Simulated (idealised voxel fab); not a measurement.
process module | voxel released beams
Pictured: cross-section cut, 300 nm wide, on a grid of 5 nm square cells.
This document writes a cross-section as a grid whose cells are square, and gives it as bands, listed from the top down; one or more rows of cells form a band.
Read a band's entry like this: the first values are the height of its top and the height of its bottom in nm, and what follows is the sequence of materials from left to right, each with its width in nm. Note that "empty" is empty space, and that a single material marked "edge to edge" reaches across the band from edge to edge.
Heights are reckoned from 0. Under this level, the received wafer is all of one material. The bottommost band is open-ended downward, for example "z 0 and below".
The expression "30 to 40" gives the width at the extremes of the band, the first number at its top row of cells and the second at its bottom row, with the width changing by equal amounts from each row to the next in between.
The designation "nothing changed", where it is given for a processing step, indicates that no cell of the cross-section was altered in the course of that step.
The entry titled "Sealed void inventory" provides the empty spaces that have no open way to the top, restricted to those of 8 cells or more. Each is presented as width x height at distance, the distance being measured from the left edge, with all three in nm.
Anything after a step's settings on that line? It's the simulator's own note about the step.
"overlay nm" denotes, for a step that has a mask, the displacement of the mask to the right of its planned place, with negative values corresponding to the left.

### Listed below are the process steps as planned
1: RECEIVE: material Si
2: CONFORMAL_DEP: material SiN, thk nm 5
3: DIRECTIONAL_DEP: material SiO2, thk nm 15
4: DIRECTIONAL_DEP: material aC, thk nm 10
5: PATTERN: tone open, mask id ANCHOR, material resist, width nm 30, thk nm 30, overlay nm 0
6: DIRECTIONAL_ETCH: etch materials aC, depth nm 10
7: STRIP: etch materials resist
8: DIRECTIONAL_ETCH: etch materials SiO2, depth nm 15
9: STRIP: etch materials aC
10: CONFORMAL_DEP: material polySi, thk nm 10
11: PATTERN: tone cover, mask id BEAM, material resist, width nm 105, thk nm 15, overlay nm 0
12: DIRECTIONAL_ETCH: etch materials polySi, depth nm 10
13: STRIP: etch materials resist
14: STRIP: etch materials SiO2

### As received (post step 1): cross-section
z 0 and below: Si edge to edge
Sealed void inventory: none

### Run as planned - first of the two wafers cross-sectioned at the end of the module
z 30 to 20: 95 of empty, 15 of polySi, 10 of empty, 80 of polySi, 100 of empty
z 20 to 15: 100 of empty, 10 of polySi, 10 of empty, 10 of polySi, 170 of empty
z 15 to 5: 100 of empty, 30 of polySi, 170 of empty
z 5 to 0: SiN edge to edge
z 0 and below: Si edge to edge
Sealed void inventory: none

### Second wafer through the module, sectioned at the end: same beginning and same plan as the first wafer, with one mistake in carrying it out
z 30 to 20: 95 of empty, 20 of polySi, 5 of empty, 80 of polySi, 100 of empty
z 20 to 15: 105 of empty, 10 of polySi, 5 of empty, 10 of polySi, 170 of empty
z 15 to 5: 105 of empty, 25 of polySi, 170 of empty
z 5 to 0: SiN edge to edge
z 0 and below: Si edge to edge
Sealed void inventory: none
Heads up, the wafer didn't run the way we planned it: step 5 was run on a setting that differed from the plan, and what really ran there is PATTERN: tone open, mask id ANCHOR, material resist, width nm 25, thk nm 30, overlay nm 0
Same inventory, different map: at the end, the second wafer holds as many cells of each material as the first, placed elsewhere.
